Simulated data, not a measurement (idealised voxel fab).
The process module presented herein is designated voxel lift off.
The cross-section shown here is cut; it is 300 nm wide and divided into square cells measuring 5 nm on a side.
Cross-sections here: square-cell grids, written as top-down lists of bands, a band being one or more rows of cells.
Band: top height; bottom height; in nm. Then, left to right: material with width in nm, for each material. "throughout": a single material spanning edge to edge. "air": empty space.
Beneath 0, the wafer as received is one material, and that level is where height counting begins. The lowest band goes on downward without a bottom; it is written like "0 nm and below".
Per-row width for "30->40": begins at first number (top row of band), ends at second number (bottom row), increment between rows held constant.
When a step is marked "no alteration", none of the cells in the cross-section changed during that step.
"Enclosed void catalog" specifies each empty space that is not open to the top and that occupies no fewer than 8 cells, using the form width x height at distance, the distance measured from the left edge and all three quantities in nm.
Whatever follows a step's settings on its line is a remark the simulator itself makes about that step.
"overlay nm" denotes, for a step that has a mask, the displacement of the mask to the right of its planned place, with negative values corresponding to the left.
Heads up before you read on: it's before/after pairs around one process step each, after side only down to the lowest band that changed, step plus settings under the pair. Pairs can be from different runs of this module, same starting wafer, so only chain a pair onto the one above if its "Pre-step geometry" entry says so.
# Pre-step geometry
0 nm and below  Si throughout
Enclosed void catalog: none
# Step Outcome
15 nm to 0 nm  SiN throughout
Lower than 0, everything is as it was.
Enclosed void catalog: none
So what happened between those two cross-sections up there? CONFORMAL_DEP: material SiN, thk nm 15
Pre-step geometry: The structure entering this step is exactly what the pair just above shows after its step.
# Step Outcome
35 nm to 15 nm  resist 75, air 30, resist 30, air 30, resist 30, air 30, resist 75
Lower than 15, everything is as it was.
Enclosed void catalog: none
So what happened between those two cross-sections up there? PATTERN: tone open, mask id LINES, material resist, width nm 30, pitch nm 60, thk nm 20, overlay nm 0
Pre-step geometry: The structure entering this step is exactly what the pair just above shows after its step.
# Step Outcome
45 nm to 35 nm  Ru 75, air 30, Ru 30, air 30, Ru 30, air 30, Ru 75
35 nm to 25 nm  resist 75, air 30, resist 30, air 30, resist 30, air 30, resist 75
25 nm to 15 nm  resist 75, Ru 30, resist 30, Ru 30, resist 30, Ru 30, resist 75
Lower than 15, everything is as it was.
Enclosed void catalog: none
So what happened between those two cross-sections up there? DIRECTIONAL_DEP: material Ru, thk nm 10
Pre-step geometry: The structure entering this step is exactly what the pair just above shows after its step.
# Step Outcome
25 nm to 15 nm  air 75, Ru 30, air 30, Ru 30, air 30, Ru 30, air 75
Lower than 15, everything is as it was.
Enclosed void catalog: none
So what happened between those two cross-sections up there? STRIP: etch materials resist
Pre-step geometry: The structure entering this step is exactly what the pair just above shows after its step.
# Step Outcome
35 nm to 25 nm  air 65, SiCN 50, air 10, SiCN 50, air 10, SiCN 50, air 65
25 nm to 15 nm  SiCN 75, Ru 30, SiCN 30, Ru 30, SiCN 30, Ru 30, SiCN 75
Lower than 15, everything is as it was.
Enclosed void catalog: none
So what happened between those two cross-sections up there? CONFORMAL_DEP: material SiCN, thk nm 10
# Pre-step geometry
15 nm to 0 nm  SiN throughout
0 nm and below  Si throughout
Enclosed void catalog: none
# Step Outcome
30 nm to 0 nm  SiN throughout
Lower than 0, everything is as it was.
Enclosed void catalog: none
So what happened between those two cross-sections up there? CONFORMAL_DEP: material SiN, thk nm 15
Pre-step geometry: The structure entering this step is exactly what the pair just above shows after its step.
# Step Outcome
50 nm to 30 nm  resist 75, air 30, resist 30, air 30, resist 30, air 30, resist 75
Lower than 30, everything is as it was.
Enclosed void catalog: none
So what happened between those two cross-sections up there? PATTERN: tone open, mask id LINES, material resist, width nm 30, pitch nm 60, thk nm 20, overlay nm 0
Pre-step geometry: The structure entering this step is exactly what the pair just above shows after its step.
# Step Outcome
60 nm to 50 nm  Ru 75, air 30, Ru 30, air 30, Ru 30, air 30, Ru 75
50 nm to 40 nm  resist 75, air 30, resist 30, air 30, resist 30, air 30, resist 75
40 nm to 30 nm  resist 75, Ru 30, resist 30, Ru 30, resist 30, Ru 30, resist 75
Lower than 30, everything is as it was.
Enclosed void catalog: none
So what happened between those two cross-sections up there? DIRECTIONAL_DEP: material Ru, thk nm 10
Pre-step geometry: The structure entering this step is exactly what the pair just above shows after its step.
# Step Outcome
40 nm to 30 nm  air 75, Ru 30, air 30, Ru 30, air 30, Ru 30, air 75
Lower than 30, everything is as it was.
Enclosed void catalog: none
So what happened between those two cross-sections up there? STRIP: etch materials resist
Pre-step geometry: The structure entering this step is exactly what the pair just above shows after its step.
# Step Outcome
50 nm to 40 nm  air 65, SiCN 50, air 10, SiCN 50, air 10, SiCN 50, air 65
40 nm to 30 nm  SiCN 75, Ru 30, SiCN 30, Ru 30, SiCN 30, Ru 30, SiCN 75
Lower than 30, everything is as it was.
Enclosed void catalog: none
So what happened between those two cross-sections up there? CONFORMAL_DEP: material SiCN, thk nm 10
# Pre-step geometry
0 nm and below  Si throughout
Enclosed void catalog: none
# Step Outcome
5 nm to 0 nm  SiN throughout
Lower than 0, everything is as it was.
Enclosed void catalog: none
So what happened between those two cross-sections up there? CONFORMAL_DEP: material SiN, thk nm 5
Pre-step geometry: The structure entering this step is exactly what the pair just above shows after its step.
# Step Outcome
25 nm to 5 nm  resist 75, air 30, resist 30, air 30, resist 30, air 30, resist 75
Lower than 5, everything is as it was.
Enclosed void catalog: none
So what happened between those two cross-sections up there? PATTERN: tone open, mask id LINES, material resist, width nm 30, pitch nm 60, thk nm 20, overlay nm 0
Pre-step geometry: The structure entering this step is exactly what the pair just above shows after its step.
# Step Outcome
35 nm to 25 nm  Ru 75, air 30, Ru 30, air 30, Ru 30, air 30, Ru 75
25 nm to 15 nm  resist 75, air 30, resist 30, air 30, resist 30, air 30, resist 75
15 nm to 5 nm  resist 75, Ru 30, resist 30, Ru 30, resist 30, Ru 30, resist 75
Lower than 5, everything is as it was.
Enclosed void catalog: none
So what happened between those two cross-sections up there? DIRECTIONAL_DEP: material Ru, thk nm 10
Pre-step geometry: The structure entering this step is exactly what the pair just above shows after its step.
# Step Outcome
15 nm to 5 nm  air 75, Ru 30, air 30, Ru 30, air 30, Ru 30, air 75
Lower than 5, everything is as it was.
Enclosed void catalog: none
So what happened between those two cross-sections up there? STRIP: etch materials resist
Pre-step geometry: The structure entering this step is exactly what the pair just above shows after its step.
# Step Outcome
25 nm to 15 nm  air 65, SiCN 50, air 10, SiCN 50, air 10, SiCN 50, air 65
15 nm to 5 nm  SiCN 75, Ru 30, SiCN 30, Ru 30, SiCN 30, Ru 30, SiCN 75
Lower than 5, everything is as it was.
Enclosed void catalog: none
So what happened between those two cross-sections up there? CONFORMAL_DEP: material SiCN, thk nm 10
# Pre-step geometry
15 nm to 0 nm  SiN throughout
0 nm and below  Si throughout
Enclosed void catalog: none
# Step Outcome
35 nm to 15 nm  resist 80, air 20, resist 40, air 20, resist 40, air 20, resist 80
Lower than 15, everything is as it was.
Enclosed void catalog: none
So what happened between those two cross-sections up there? PATTERN: tone open, mask id LINES, material resist, width nm 20, pitch nm 60, thk nm 20, overlay nm 0
Pre-step geometry: The structure entering this step is exactly what the pair just above shows after its step.
# Step Outcome
45 nm to 35 nm  Ru 80, air 20, Ru 40, air 20, Ru 40, air 20, Ru 80
35 nm to 25 nm  resist 80, air 20, resist 40, air 20, resist 40, air 20, resist 80
25 nm to 15 nm  resist 80, Ru 20, resist 40, Ru 20, resist 40, Ru 20, resist 80
Lower than 15, everything is as it was.
Enclosed void catalog: none
So what happened between those two cross-sections up there? DIRECTIONAL_DEP: material Ru, thk nm 10
Pre-step geometry: The structure entering this step is exactly what the pair just above shows after its step.
# Step Outcome
25 nm to 15 nm  air 80, Ru 20, air 40, Ru 20, air 40, Ru 20, air 80
Lower than 15, everything is as it was.
Enclosed void catalog: none
So what happened between those two cross-sections up there? STRIP: etch materials resist
Pre-step geometry: The structure entering this step is exactly what the pair just above shows after its step.
# Step Outcome
35 nm to 25 nm  air 70, SiCN 40, air 20, SiCN 40, air 20, SiCN 40, air 70
25 nm to 15 nm  SiCN 80, Ru 20, SiCN 40, Ru 20, SiCN 40, Ru 20, SiCN 80
Lower than 15, everything is as it was.
Enclosed void catalog: none
So what happened between those two cross-sections up there? CONFORMAL_DEP: material SiCN, thk nm 10
# Pre-step geometry
15 nm to 0 nm  SiN throughout
0 nm and below  Si throughout
Enclosed void catalog: none
# Step Outcome
35 nm to 15 nm  resist 65, air 30, resist 30, air 30, resist 30, air 30, resist 85
Lower than 15, everything is as it was.
Enclosed void catalog: none
So what happened between those two cross-sections up there? PATTERN: tone open, mask id LINES, material resist, width nm 30, pitch nm 60, thk nm 20, overlay nm -10
Pre-step geometry: The structure entering this step is exactly what the pair just above shows after its step.
# Step Outcome
45 nm to 35 nm  Ru 65, air 30, Ru 30, air 30, Ru 30, air 30, Ru 85
35 nm to 25 nm  resist 65, air 30, resist 30, air 30, resist 30, air 30, resist 85
25 nm to 15 nm  resist 65, Ru 30, resist 30, Ru 30, resist 30, Ru 30, resist 85
Lower than 15, everything is as it was.
Enclosed void catalog: none
So what happened between those two cross-sections up there? DIRECTIONAL_DEP: material Ru, thk nm 10
Pre-step geometry: The structure entering this step is exactly what the pair just above shows after its step.
# Step Outcome
25 nm to 15 nm  air 65, Ru 30, air 30, Ru 30, air 30, Ru 30, air 85
Lower than 15, everything is as it was.
Enclosed void catalog: none
So what happened between those two cross-sections up there? STRIP: etch materials resist
Pre-step geometry: The structure entering this step is exactly what the pair just above shows after its step.
# Step Outcome
35 nm to 25 nm  air 55, SiCN 50, air 10, SiCN 50, air 10, SiCN 50, air 75
25 nm to 15 nm  SiCN 65, Ru 30, SiCN 30, Ru 30, SiCN 30, Ru 30, SiCN 85
Lower than 15, everything is as it was.
Enclosed void catalog: none
So what happened between those two cross-sections up there? CONFORMAL_DEP: material SiCN, thk nm 10
# Pre-step geometry
35 nm to 15 nm  resist 75, air 30, resist 30, air 30, resist 30, air 30, resist 75
15 nm to 0 nm  SiN throughout
0 nm and below  Si throughout
Enclosed void catalog: none
# Step Outcome
45 nm to 35 nm  SiCN 75, air 30, SiCN 30, air 30, SiCN 30, air 30, SiCN 75
35 nm to 25 nm  resist 75, air 30, resist 30, air 30, resist 30, air 30, resist 75
25 nm to 15 nm  resist 75, SiCN 30, resist 30, SiCN 30, resist 30, SiCN 30, resist 75
Lower than 15, everything is as it was.
Enclosed void catalog: none
So what happened between those two cross-sections up there? DIRECTIONAL_DEP: material SiCN, thk nm 10
Pre-step geometry: The structure entering this step is exactly what the pair just above shows after its step.
# Step Outcome
25 nm to 15 nm  air 75, SiCN 30, air 30, SiCN 30, air 30, SiCN 30, air 75
Lower than 15, everything is as it was.
Enclosed void catalog: none
So what happened between those two cross-sections up there? STRIP: etch materials resist
Pre-step geometry: The structure entering this step is exactly what the pair just above shows after its step.
# Step Outcome
35 nm to 25 nm  air 65, SiCN 50, air 10, SiCN 50, air 10, SiCN 50, air 65
25 nm to 15 nm  SiCN throughout
Lower than 15, everything is as it was.
Enclosed void catalog: none
So what happened between those two cross-sections up there? CONFORMAL_DEP: material SiCN, thk nm 10
# Pre-step geometry
15 nm to 0 nm  SiN throughout
0 nm and below  Si throughout
Enclosed void catalog: none
# Step Outcome
35 nm to 15 nm  air 75, resist 30, air 30, resist 30, air 30, resist 30, air 75
Lower than 15, everything is as it was.
Enclosed void catalog: none
So what happened between those two cross-sections up there? PATTERN: tone cover, mask id LINES, material resist, width nm 30, pitch nm 60, thk nm 20, overlay nm 0
Pre-step geometry: The structure entering this step is exactly what the pair just above shows after its step.
# Step Outcome
45 nm to 35 nm  air 75, Ru 30, air 30, Ru 30, air 30, Ru 30, air 75
35 nm to 25 nm  air 75, resist 30, air 30, resist 30, air 30, resist 30, air 75
25 nm to 15 nm  Ru 75, resist 30, Ru 30, resist 30, Ru 30, resist 30, Ru 75
Lower than 15, everything is as it was.
Enclosed void catalog: none
So what happened between those two cross-sections up there? DIRECTIONAL_DEP: material Ru, thk nm 10
Pre-step geometry: The structure entering this step is exactly what the pair just above shows after its step.
# Step Outcome
25 nm to 15 nm  Ru 75, air 30, Ru 30, air 30, Ru 30, air 30, Ru 75
Lower than 15, everything is as it was.
Enclosed void catalog: none
So what happened between those two cross-sections up there? STRIP: etch materials resist
Pre-step geometry: The structure entering this step is exactly what the pair just above shows after its step.
# Step Outcome
35 nm to 25 nm  SiCN 85, air 10, SiCN 50, air 10, SiCN 50, air 10, SiCN 85
25 nm to 15 nm  Ru 75, SiCN 30, Ru 30, SiCN 30, Ru 30, SiCN 30, Ru 75
Lower than 15, everything is as it was.
Enclosed void catalog: none
So what happened between those two cross-sections up there? CONFORMAL_DEP: material SiCN, thk nm 10
